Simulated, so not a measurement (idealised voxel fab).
The following process module bears the name voxel ribs on slabs.
Pictured: cross-section cut, 285 nm wide, on a grid of 5 nm square cells.
The cross-sections in this document take the form of a grid made of square cells. They are written out as bands, in order from top to bottom. Each band consists of one or more rows of cells. The band entry comprises the height of the band's top followed by the height of its bottom, expressed in nm, and subsequently the band's materials from left to right, each stated together with its width in nm. Where a single material is marked with the word "full width", that material fills the band from edge to edge. The word "air" represents empty space. Counting heights begins at 0, where everything beneath is, in the wafer as received, one material. The lowest band has no bottom; it goes on downwards, as "top 0, no bottom" shows. It should be noted that a width expressed as "30 to 40" varies in equal increments from row to row of cells within the band, taking the value of the first number at the top row and that of the second number at the bottom row. Take "remained the same" at face value: in the step it is given for, the cross-section changed in none of its cells. "Sealed-off cavities" - sealed voids, min. 8 cells, no opening to top; format: width x height at distance (distance from left edge; nm throughout). Text after the settings on a step's line: the simulator's own remark on that step. overlay nm: mask offset rightward from planned place, masked step; negative means leftward offset.
List of planned process steps:
1. RECEIVE,material Si
2. DIRECTIONAL_DEP,material SiO2,thk nm 20
3. DIRECTIONAL_DEP,material polySi,thk nm 15
4. PATTERN,tone cover,mask id RIB,material resist,width nm 20,thk nm 15,overlay nm 0
5. DIRECTIONAL_ETCH,etch materials polySi,depth nm 5
6. STRIP,etch materials resist
7. MASKED_ETCH,tone cover,mask id SLAB,width nm 60,etch materials polySi,depth nm 10,overlay nm 0
8. FILL_DEP,material SiO2,thk nm 20
9. CMP,height nm 50
10. DIRECTIONAL_DEP,material TiN,thk nm 5
11. PATTERN,tone cover,mask id HEATER,material resist,width nm 30,thk nm 20,overlay nm 0
12. DIRECTIONAL_ETCH,etch materials TiN,depth nm 5
13. STRIP,etch materials resist
14. CONFORMAL_DEP,material SiN,thk nm 10
Cross-sectional view of the wafer in its as-received condition, corresponding to the state after step 1:
> top 0, no bottom  Si full width
> Sealed-off cavities: none
Cross-sectional view of the first of the two wafers upon completion of the module, processed in accordance with the plan:
> top 65, bottom 60  115 nm air; 50 nm SiN; 120 nm air
> top 60, bottom 55  SiN full width
> top 55, bottom 50  125 nm SiN; 30 nm TiN; 130 nm SiN
> top 50, bottom 35  SiO2 full width
> top 35, bottom 30  130 nm SiO2; 20 nm polySi; 135 nm SiO2
> top 30, bottom 20  110 nm SiO2; 60 nm polySi; 115 nm SiO2
> top 20, bottom 0  SiO2 full width
> top 0, no bottom  Si full width
> Sealed-off cavities: none
Cross-section at end of module for the second wafer of two, which matched the first in starting point and plan and differed by one mistake in its processing:
> top 65, bottom 60  110 nm air; 50 nm SiN; 125 nm air
> top 60, bottom 55  SiN full width
> top 55, bottom 50  120 nm SiN; 30 nm TiN; 135 nm SiN
> top 50, bottom 35  SiO2 full width
> top 35, bottom 30  130 nm SiO2; 20 nm polySi; 135 nm SiO2
> top 30, bottom 20  110 nm SiO2; 60 nm polySi; 115 nm SiO2
> top 20, bottom 0  SiO2 full width
> top 0, no bottom  Si full width
> Sealed-off cavities: none
Processing error: step 11: run off-plan, actual operation and settings PATTERN,tone cover,mask id HEATER,material resist,width nm 30,thk nm 20,overlay nm -5
Matching per-material cell counts, mismatched positions: that is how the second wafer compares with the first at the end.
